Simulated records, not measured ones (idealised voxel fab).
process module | voxel local oxidation
cross-section cut | 255 nm wide | cells 5 nm
A cross-section is a grid of square cells, given in bands from the top down. A band is one or more rows of cells.
Each band's line starts with the height of the band's top and of its bottom, in nm. Then come its materials from left to right, each with its width in nm. One material with "throughout" fills the band from edge to edge. "air" is empty space.
Height 0 is the level under which the wafer as received is all one material. The lowest band goes on downwards, as in "0 down".
A width such as "30 to 40" changes by the same amount from each row of cells to the next, from the band's top row to its bottom row.
"no change" after a step means that no cell of the cross-section changed.
closed voids: empty space of 8 cells or more with no open way to the top, each as width x height at its distance from the left edge, in nm
after a step's settings: what the simulator itself notes on the step
overlay nm, on a step with a mask: how far to the right of its planned place the mask lay; to the left if negative
plan
1 op RECEIVE | material Si
2 op CONFORMAL_DEP | material SiO2 | thk nm 5
3 op CONFORMAL_DEP | material SiN | thk nm 15
4 op PATTERN | tone cover | mask id ACTIVE | material resist | width nm 105 | thk nm 15 | overlay nm 0
5 op DIRECTIONAL_ETCH | etch materials SiN | depth nm 15
6 op STRIP | etch materials resist
7 op SELECTIVE_ETCH | etch materials SiO2 | depth nm 5
8 op OXIDIZE | depth nm 10
9 op STRIP | etch materials SiN
first wafer, as planned
as received, after step 1
  0 down: Si throughout
  closed voids: none
after step 2
  5 to 0: SiO2 throughout
  below 0: unchanged
after step 3
  20 to 5: SiN throughout
  below 5: unchanged
after step 4
  35 to 20: air 75 | resist 105 | air 75
  below 20: unchanged
after step 5
  35 to 20: air 75 | resist 105 | air 75
  20 to 5: air 75 | SiN 105 | air 75
  below 5: unchanged
after step 6
  20 to 5: air 75 | SiN 105 | air 75
  below 5: unchanged
after step 7
  20 to 5: air 75 | SiN 105 | air 75
  5 to 0: air 80 | SiO2 95 | air 80
  below 0: unchanged
after step 8
  20 to 5: air 75 | SiN 105 | air 75
  5 to 0: air 80 | SiO2 95 | air 80
  0 to -10: SiO2 90 | Si 75 | SiO2 90
  below -10: unchanged
after step 9
  5 to 0: air 80 | SiO2 95 | air 80
  below 0: unchanged
second wafer: like start, like plan, one mistake. Through step 3 it matches the first wafer
when step 4 should have ended
  35 to 20: resist 75 | air 105 | resist 75
  below 20: unchanged
when step 5 should have ended
  35 to 20: resist 75 | air 105 | resist 75
  20 to 5: SiN 75 | air 105 | SiN 75
  below 5: unchanged
when step 6 should have ended
  20 to 5: SiN 75 | air 105 | SiN 75
  below 5: unchanged
when step 7 should have ended
  20 to 5: SiN 75 | air 105 | SiN 75
  5 to 0: SiO2 70 | air 115 | SiO2 70
  below 0: unchanged
when step 8 should have ended
  20 to 5: SiN 75 | air 105 | SiN 75
  5 to 0: SiO2 70 | air 115 | SiO2 70
  0 to -10: Si 60 | SiO2 135 | Si 60
  below -10: unchanged
when step 9 should have ended
  5 to 0: SiO2 70 | air 115 | SiO2 70
  below 0: unchanged
what went wrong: step 4 ran as: op PATTERN | tone open | mask id ACTIVE | material resist | width nm 105 | thk nm 15 | overlay nm 0
at the end the second wafer has, in cells: 18 more of Si | 9 fewer of SiO2
